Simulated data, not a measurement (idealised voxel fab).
process module | voxel tone inversion
cross-section cut | 275 nm wide | cells 5 nm
A cross-section is a grid of square cells, given in bands from the top down. A band is one or more rows of cells.
Each band's line starts with the height of the band's top and of its bottom, in nm. Then come its materials from left to right, each with its width in nm. One material with "throughout" fills the band from edge to edge. "air" is empty space.
Height 0 is the level under which the wafer as received is all one material. The lowest band goes on downwards, as in "0 down".
A width such as "30 to 40" changes by the same amount from each row of cells to the next, from the band's top row to its bottom row.
"no change" after a step means that no cell of the cross-section changed.
closed voids: empty space of 8 cells or more with no open way to the top, each as width x height at its distance from the left edge, in nm
after a step's settings: what the simulator itself notes on the step
overlay nm, on a step with a mask: how far to the right of its planned place the mask lay; to the left if negative
plan
1 op RECEIVE | material Si
2 op CONFORMAL_DEP | material SiN | thk nm 10
3 op DIRECTIONAL_DEP | material polySi | thk nm 20
4 op PATTERN | tone cover | mask id POSTS | material resist | width nm 25 | pitch nm 40 | thk nm 30 | overlay nm 0
5 op DIRECTIONAL_ETCH | etch materials polySi | depth nm 20
6 op STRIP | etch materials resist
7 op FILL_DEP | material lowk | thk nm 5
8 op CMP | height nm 30
9 op STRIP | etch materials polySi
10 op CONFORMAL_DEP | material TiN | thk nm 5
11 op FILL_DEP | material Ru | thk nm 10
12 op CMP | height nm 30
13 op CONFORMAL_DEP | material SiN | thk nm 5
as received, after step 1
  0 down: Si throughout
  closed voids: none
first wafer at the end, as planned
  35 to 30: SiN throughout
  30 to 15: lowk 65 | TiN 5 | Ru 15 | TiN 5 | lowk 15 | TiN 5 | Ru 15 | TiN 5 | lowk 15 | TiN 5 | Ru 15 | TiN 5 | lowk 15 | TiN 5 | Ru 15 | TiN 5 | lowk 65
  15 to 10: lowk 65 | TiN 25 | lowk 15 | TiN 25 | lowk 15 | TiN 25 | lowk 15 | TiN 25 | lowk 65
  10 to 0: SiN throughout
  0 down: Si throughout
  closed voids: none
second wafer at the end: like start, like plan, one mistake
  35 to 30: SiN throughout
  30 to 15: Ru 60 | TiN 5 | lowk 25 | TiN 5 | Ru 5 | TiN 5 | lowk 25 | TiN 5 | Ru 5 | TiN 5 | lowk 25 | TiN 5 | Ru 5 | TiN 5 | lowk 25 | TiN 5 | Ru 60
  15 to 10: TiN 65 | lowk 25 | TiN 15 | lowk 25 | TiN 15 | lowk 25 | TiN 15 | lowk 25 | TiN 65
  10 to 0: SiN throughout
  0 down: Si throughout
  closed voids: none
what went wrong: step 4 ran as: op PATTERN | tone open | mask id POSTS | material resist | width nm 25 | pitch nm 40 | thk nm 30 | overlay nm 0
at the end the second wafer has, in cells: 45 more of Ru | 15 more of TiN | 60 fewer of lowk
